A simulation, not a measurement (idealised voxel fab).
process module | voxel local oxidation
cross-section cut | 175 nm wide | cells 5 nm
A cross-section is a grid of square cells, given in bands from the top down. A band is one or more rows of cells.
Each band's line starts with the height of the band's top and of its bottom, in nm. Then come its materials from left to right, each with its width in nm. One material with "throughout" fills the band from edge to edge. "air" is empty space.
Height 0 is the level under which the wafer as received is all one material. The lowest band goes on downwards, as in "0 down".
A width such as "30 to 40" changes by the same amount from each row of cells to the next, from the band's top row to its bottom row.
"no change" after a step means that no cell of the cross-section changed.
closed voids: empty space of 8 cells or more with no open way to the top, each as width x height at its distance from the left edge, in nm
after a step's settings: what the simulator itself notes on the step
overlay nm, on a step with a mask: how far to the right of its planned place the mask lay; to the left if negative
Each pair below shows a cross-section before one step and the cross-section after it, down to the lowest band that changed. The line under each pair gives the step between them, with its settings. The pairs can come from different runs of this module on the same starting wafer, so a pair continues from the pair above only where its "before" says so.
before
  0 down: Si throughout
  closed voids: none
after
  0 to -5: SiO2 throughout
  below -5: unchanged
  closed voids: none
the step between: op OXIDIZE | depth nm 5
before: the cross-section after the pair above
after
  15 to 0: SiN throughout
  below 0: unchanged
  closed voids: none
the step between: op CONFORMAL_DEP | material SiN | thk nm 15
before: the cross-section after the pair above
after
  35 to 15: air 40 | resist 95 | air 40
  below 15: unchanged
  closed voids: none
the step between: op PATTERN | tone cover | mask id ACTIVE | material resist | width nm 95 | thk nm 20 | overlay nm 0
before: the cross-section after the pair above
after
  35 to 15: air 40 | resist 95 | air 40
  15 to 0: air 40 | SiN 95 | air 40
  below 0: unchanged
  closed voids: none
the step between: op DIRECTIONAL_ETCH | etch materials SiN | depth nm 15
before: the cross-section after the pair above
after
  15 to 0: air 40 | SiN 95 | air 40
  below 0: unchanged
  closed voids: none
the step between: op STRIP | etch materials resist
before: the cross-section after the pair above
after
  15 to 0: air 40 | SiN 95 | air 40
  0 to -5: air 45 | SiO2 85 | air 45
  below -5: unchanged
  closed voids: none
the step between: op SELECTIVE_ETCH | etch materials SiO2 | depth nm 5
before: the cross-section after the pair above
after
  15 to 0: air 40 | SiN 95 | air 40
  0 to -5: air 45 | SiO2 85 | air 45
  -5 to -20: SiO2 60 | Si 55 | SiO2 60
  below -20: unchanged
  closed voids: none
the step between: op OXIDIZE | depth nm 15
before: the cross-section after the pair above
after
  0 to -5: air 45 | SiO2 85 | air 45
  below -5: unchanged
  closed voids: none
the step between: op STRIP | etch materials SiN
before
  35 to 15: air 40 | resist 95 | air 40
  15 to 0: air 40 | SiN 95 | air 40
  0 to -5: SiO2 throughout
  -5 down: Si throughout
  closed voids: none
after
  35 to 15: air 40 | resist 95 | air 40
  15 to 0: air 40 | SiN 95 | air 40
  0 to -5: air 45 | SiO2 85 | air 45
  below -5: unchanged
  closed voids: none
the step between: op SELECTIVE_ETCH | etch materials SiO2 | depth nm 5
before: the cross-section after the pair above
after
  15 to 0: air 40 | SiN 95 | air 40
  below 0: unchanged
  closed voids: none
the step between: op STRIP | etch materials resist
before: the cross-section after the pair above
after
  15 to 0: air 40 | SiN 95 | air 40
  0 to -5: air 45 | SiO2 85 | air 45
  -5 to -25: SiO2 65 | Si 45 | SiO2 65
  below -25: unchanged
  closed voids: none
the step between: op OXIDIZE | depth nm 20
before: the cross-section after the pair above
after
  0 to -5: air 45 | SiO2 85 | air 45
  below -5: unchanged
  closed voids: none
the step between: op STRIP | etch materials SiN
before
  15 to 0: SiN throughout
  0 to -5: SiO2 throughout
  -5 down: Si throughout
  closed voids: none
after
  35 to 15: air 35 | resist 105 | air 35
  below 15: unchanged
  closed voids: none
the step between: op PATTERN | tone cover | mask id ACTIVE | material resist | width nm 105 | thk nm 20 | overlay nm 0
before: the cross-section after the pair above
after
  35 to 15: air 35 | resist 105 | air 35
  15 to 0: air 35 | SiN 105 | air 35
  below 0: unchanged
  closed voids: none
the step between: op DIRECTIONAL_ETCH | etch materials SiN | depth nm 15
before: the cross-section after the pair above
after
  15 to 0: air 35 | SiN 105 | air 35
  below 0: unchanged
  closed voids: none
the step between: op STRIP | etch materials resist
before: the cross-section after the pair above
after
  15 to 0: air 35 | SiN 105 | air 35
  0 to -5: air 40 | SiO2 95 | air 40
  below -5: unchanged
  closed voids: none
the step between: op SELECTIVE_ETCH | etch materials SiO2 | depth nm 5
before: the cross-section after the pair above
after
  15 to 0: air 35 | SiN 105 | air 35
  0 to -5: air 40 | SiO2 95 | air 40
  -5 to -20: SiO2 55 | Si 65 | SiO2 55
  below -20: unchanged
  closed voids: none
the step between: op OXIDIZE | depth nm 15
before: the cross-section after the pair above
after
  0 to -5: air 40 | SiO2 95 | air 40
  below -5: unchanged
  closed voids: none
the step between: op STRIP | etch materials SiN
before
  15 to 0: SiN throughout
  0 to -5: SiO2 throughout
  -5 down: Si throughout
  closed voids: none
after
  35 to 15: air 30 | resist 95 | air 50
  below 15: unchanged
  closed voids: none
the step between: op PATTERN | tone cover | mask id ACTIVE | material resist | width nm 95 | thk nm 20 | overlay nm -10
before: the cross-section after the pair above
after
  35 to 15: air 30 | resist 95 | air 50
  15 to 0: air 30 | SiN 95 | air 50
  below 0: unchanged
  closed voids: none
the step between: op DIRECTIONAL_ETCH | etch materials SiN | depth nm 15
before: the cross-section after the pair above
after
  15 to 0: air 30 | SiN 95 | air 50
  below 0: unchanged
  closed voids: none
the step between: op STRIP | etch materials resist
before: the cross-section after the pair above
after
  15 to 0: air 30 | SiN 95 | air 50
  0 to -5: air 35 | SiO2 85 | air 55
  below -5: unchanged
  closed voids: none
the step between: op SELECTIVE_ETCH | etch materials SiO2 | depth nm 5
before: the cross-section after the pair above
after
  15 to 0: air 30 | SiN 95 | air 50
  0 to -5: air 35 | SiO2 85 | air 55
  -5 to -20: SiO2 50 | Si 55 | SiO2 70
  below -20: unchanged
  closed voids: none
the step between: op OXIDIZE | depth nm 15
before: the cross-section after the pair above
after
  0 to -5: air 35 | SiO2 85 | air 55
  below -5: unchanged
  closed voids: none
the step between: op STRIP | etch materials SiN
before
  0 to -5: SiO2 throughout
  -5 down: Si throughout
  closed voids: none
after
  15 to -5: SiO2 throughout
  below -5: unchanged
  closed voids: none
the step between: op CONFORMAL_DEP | material SiO2 | thk nm 15
before: the cross-section after the pair above
after
  35 to 15: air 40 | resist 95 | air 40
  below 15: unchanged
  closed voids: none
the step between: op PATTERN | tone cover | mask id ACTIVE | material resist | width nm 95 | thk nm 20 | overlay nm 0
before: the cross-section after the pair above
after
  15 to -5: SiO2 throughout
  below -5: unchanged
  closed voids: none
the step between: op STRIP | etch materials resist
before: the cross-section after the pair above
after
  10 to -5: SiO2 throughout
  below -5: unchanged
  closed voids: none
the step between: op SELECTIVE_ETCH | etch materials SiO2 | depth nm 5
before
  15 to 0: SiN throughout
  0 to -5: SiO2 throughout
  -5 down: Si throughout
  closed voids: none
after
  35 to 15: resist 40 | air 95 | resist 40
  below 15: unchanged
  closed voids: none
the step between: op PATTERN | tone open | mask id ACTIVE | material resist | width nm 95 | thk nm 20 | overlay nm 0
before: the cross-section after the pair above
after
  35 to 15: resist 40 | air 95 | resist 40
  15 to 0: SiN 40 | air 95 | SiN 40
  below 0: unchanged
  closed voids: none
the step between: op DIRECTIONAL_ETCH | etch materials SiN | depth nm 15
before: the cross-section after the pair above
after
  15 to 0: SiN 40 | air 95 | SiN 40
  below 0: unchanged
  closed voids: none
the step between: op STRIP | etch materials resist
before: the cross-section after the pair above
after
  15 to 0: SiN 40 | air 95 | SiN 40
  0 to -5: SiO2 35 | air 105 | SiO2 35
  below -5: unchanged
  closed voids: none
the step between: op SELECTIVE_ETCH | etch materials SiO2 | depth nm 5
before: the cross-section after the pair above
after
  15 to 0: SiN 40 | air 95 | SiN 40
  0 to -5: SiO2 35 | air 105 | SiO2 35
  -5 to -20: Si 20 | SiO2 135 | Si 20
  below -20: unchanged
  closed voids: none
the step between: op OXIDIZE | depth nm 15
before: the cross-section after the pair above
after
  0 to -5: SiO2 35 | air 105 | SiO2 35
  below -5: unchanged
  closed voids: none
the step between: op STRIP | etch materials SiN
